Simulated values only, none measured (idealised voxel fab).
The name of this process module is voxel air gaps.
cross-section cut | 275 nm wide | cells 5 nm
Cross-section format: a grid of square cells, given as bands from top to bottom; each band is one or more rows of cells.
Look at the band entry: it leads with the top's height and the bottom's height in nm. Then it lists the materials left to right, with a width in nm for each. The word "full width" on a single material says that material fills the band edge to edge. The word "empty" is empty space.
Height 0 is the level under which the wafer as received is all one material. The lowest band goes on downwards, as in "0 -> down".
The notation "30->40" denotes a width that varies across the rows of cells in the band, beginning at the first number in the top row, finishing at the second number in the bottom row, and changing by an identical amount from each row to the next.
"same as before" for a step: no cell of the cross-section changed in that step.
Each empty space that has no open way to the top and spans at least 8 cells appears under "Enclosed cavities" as width x height at distance, the distance counted from the left edge, all in nm.
That trailing text on a step's line, after the settings, is the simulator's own remark on the step.
A step's line can hold "overlay nm"; with a mask on that step, the setting says how far right of the planned place the mask lay, while a negative setting says it lay to the left.
-- Listed below are the process steps as planned
1. RECEIVE with material Si
2. CONFORMAL_DEP with material SiO2, thk nm 10
3. CONFORMAL_DEP with material SiCN, thk nm 5
4. DIRECTIONAL_DEP with material SiO2, thk nm 35
5. MASKED_ETCH with tone open, mask id LINES, width nm 20, pitch nm 45, etch materials SiO2, depth nm 35, overlay nm 0
6. CONFORMAL_DEP with material TiN, thk nm 5
7. FILL_DEP with material Ru, thk nm 5
8. CMP with height nm 50
9. EPI with material Ru, thk nm 10
10. SELECTIVE_ETCH with etch materials SiO2, depth nm 45
11. CONFORMAL_DEP with material SiCN, thk nm 5
-- Cross-section, incoming material, after step 1
    0 -> down | Si full width
    Enclosed cavities: none
-- Cross-section, first of two wafers, end of module, run as planned
    65 -> 60 | 65 of empty  140 of SiCN  70 of empty
    60 -> 50 | 65 of empty  5 of SiCN  40 of Ru  5 of SiCN  40 of Ru  5 of SiCN  40 of Ru  5 of SiCN  70 of empty
    50 -> 45 | 65 of empty  15 of SiCN  5 of TiN  10 of Ru  5 of TiN  25 of SiCN  5 of TiN  10 of Ru  5 of TiN  25 of SiCN  5 of TiN  10 of Ru  5 of TiN  15 of SiCN  70 of empty
    45 -> 20 | 75 of empty  5 of SiCN  5 of TiN  10 of Ru  5 of TiN  5 of SiCN  15 of empty  5 of SiCN  5 of TiN  10 of Ru  5 of TiN  5 of SiCN  15 of empty  5 of SiCN  5 of TiN  10 of Ru  5 of TiN  5 of SiCN  80 of empty
    20 -> 15 | 80 of SiCN  20 of TiN  25 of SiCN  20 of TiN  25 of SiCN  20 of TiN  85 of SiCN
    15 -> 10 | SiCN full width
    10 -> 0 | SiO2 full width
    0 -> down | Si full width
    Enclosed cavities: 15 x 25 at 105; 15 x 25 at 150
-- This is the second of the two wafers, cross-sectioned at the end of the module; it started exactly like the first and was given the same plan, but it was run with one mistake
    65 -> 60 | 65 of empty  140 of TiN  70 of empty
    60 -> 50 | 65 of empty  5 of TiN  40 of Ru  5 of TiN  40 of Ru  5 of TiN  40 of Ru  5 of TiN  70 of empty
    50 -> 45 | 65 of empty  20 of TiN  10 of Ru  35 of TiN  10 of Ru  35 of TiN  10 of Ru  20 of TiN  70 of empty
    45 -> 20 | 75 of empty  10 of TiN  10 of Ru  10 of TiN  15 of empty  10 of TiN  10 of Ru  10 of TiN  15 of empty  10 of TiN  10 of Ru  10 of TiN  80 of empty
    20 -> 15 | TiN full width
    15 -> 10 | SiCN full width
    10 -> 0 | SiO2 full width
    0 -> down | Si full width
    Enclosed cavities: 15 x 25 at 105; 15 x 25 at 150
Diagnosis: not per plan at step 11, really ran CONFORMAL_DEP with material TiN, thk nm 5
It is noted that, at the conclusion of processing, the second wafer exhibits a higher or lower cell count for certain materials relative to the first: SiCN: 125 fewer, TiN: 125 more
